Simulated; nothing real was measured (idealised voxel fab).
process module | voxel capacitor over wiring
cross-section cut | 245 nm wide | cells 5 nm
A cross-section is a grid of square cells, given in bands from the top down. A band is one or more rows of cells.
Each band's line starts with the height of the band's top and of its bottom, in nm. Then come its materials from left to right, each with its width in nm. One material with "throughout" fills the band from edge to edge. "air" is empty space.
Height 0 is the level under which the wafer as received is all one material. The lowest band goes on downwards, as in "0 down".
A width such as "30 to 40" changes by the same amount from each row of cells to the next, from the band's top row to its bottom row.
"no change" after a step means that no cell of the cross-section changed.
closed voids: empty space of 8 cells or more with no open way to the top, each as width x height at its distance from the left edge, in nm
after a step's settings: what the simulator itself notes on the step
overlay nm, on a step with a mask: how far to the right of its planned place the mask lay; to the left if negative
plan
1 op RECEIVE | material Si
2 op CONFORMAL_DEP | material SiO2 | thk nm 10
3 op CONFORMAL_DEP | material SiN | thk nm 5
4 op DIRECTIONAL_DEP | material SiO2 | thk nm 15
5 op PATTERN | tone open | mask id METAL_1 | material resist | width nm 30 | pitch nm 95 | thk nm 20 | overlay nm 0
6 op DIRECTIONAL_ETCH | etch materials SiO2 | depth nm 15
7 op DIRECTIONAL_ETCH | etch materials SiN | depth nm 5
8 op STRIP | etch materials resist
9 op CONFORMAL_DEP | material TiN | thk nm 5
10 op FILL_DEP | material W | thk nm 5
11 op CMP | height nm 30
12 op EPI | material Ru | thk nm 5
13 op FILL_DEP | material SiCN | thk nm 5
14 op DIRECTIONAL_DEP | material lowk | thk nm 20
15 op DIRECTIONAL_DEP | material aC | thk nm 10
16 op PATTERN | tone open | mask id PLUG_1 | material resist | width nm 15 | thk nm 30 | overlay nm 0
17 op DIRECTIONAL_ETCH | etch materials aC | depth nm 10
18 op STRIP | etch materials resist
19 op DIRECTIONAL_ETCH | etch materials lowk | depth nm 20
20 op DIRECTIONAL_ETCH | etch materials SiCN | depth nm 5
21 op STRIP | etch materials aC
22 op EPI | material Ru | thk nm 10
23 op EPI | material Ru | thk nm 10
24 op EPI | material Ru | thk nm 5
25 op DIRECTIONAL_DEP | material TiN | thk nm 5
26 op DIRECTIONAL_DEP | material Al2O3 | thk nm 5
27 op DIRECTIONAL_DEP | material TiN | thk nm 5
28 op PATTERN | tone cover | mask id UPPER_PLATE | material resist | width nm 70 | thk nm 20 | overlay nm 0
29 op DIRECTIONAL_ETCH | etch materials TiN | depth nm 5
30 op DIRECTIONAL_ETCH | etch materials Al2O3 | depth nm 5
31 op STRIP | etch materials resist
32 op DIRECTIONAL_DEP | material aC | thk nm 10
33 op PATTERN | tone cover | mask id LOWER_PLATE | material resist | width nm 80 | thk nm 30 | overlay nm 0
34 op DIRECTIONAL_ETCH | etch materials aC | depth nm 10
35 op STRIP | etch materials resist
36 op DIRECTIONAL_ETCH | etch materials TiN | depth nm 5
37 op STRIP | etch materials aC
38 op FILL_DEP | material SiO2 | thk nm 15
39 op CMP | height nm 85
40 op PATTERN | tone open | mask id PLUG_2 | material resist | width nm 15 | thk nm 15 | overlay nm 0
41 op DIRECTIONAL_ETCH | etch materials SiO2 | depth nm 10
42 op STRIP | etch materials resist
43 op CONFORMAL_DEP | material TiN | thk nm 5
44 op FILL_DEP | material Cu | thk nm 5
45 op CMP | height nm 85
46 op CONFORMAL_DEP | material SiCN | thk nm 5
as received, after step 1
  0 down: Si throughout
  closed voids: none
a wafer at the end: this start, this plan, one mistake
  90 to 85: SiCN throughout
  85 to 80: SiO2 85 | TiN 5 | Cu 5 | TiN 5 | SiO2 145
  80 to 70: SiO2 85 to 75 | TiN 15 to 70 | SiO2 145 to 100
  70 to 65: SiO2 70 | TiN 80 | SiO2 95
  65 to 60: Al2O3 throughout
  60 to 40: lowk 75 | Ru 15 | lowk 155
  40 to 35: SiCN 75 | Ru 15 | SiCN 155
  35 to 30: SiCN 55 | Ru 40 | SiCN 55 | Ru 40 | SiCN 55
  30 to 15: SiO2 60 | TiN 5 | W 20 | TiN 5 | SiO2 65 | TiN 5 | W 20 | TiN 5 | SiO2 60
  15 to 10: SiN 60 | TiN 30 | SiN 65 | TiN 30 | SiN 60
  10 to 0: SiO2 throughout
  0 down: Si throughout
  closed voids: none
what went wrong: steps 25 and 26 were swapped
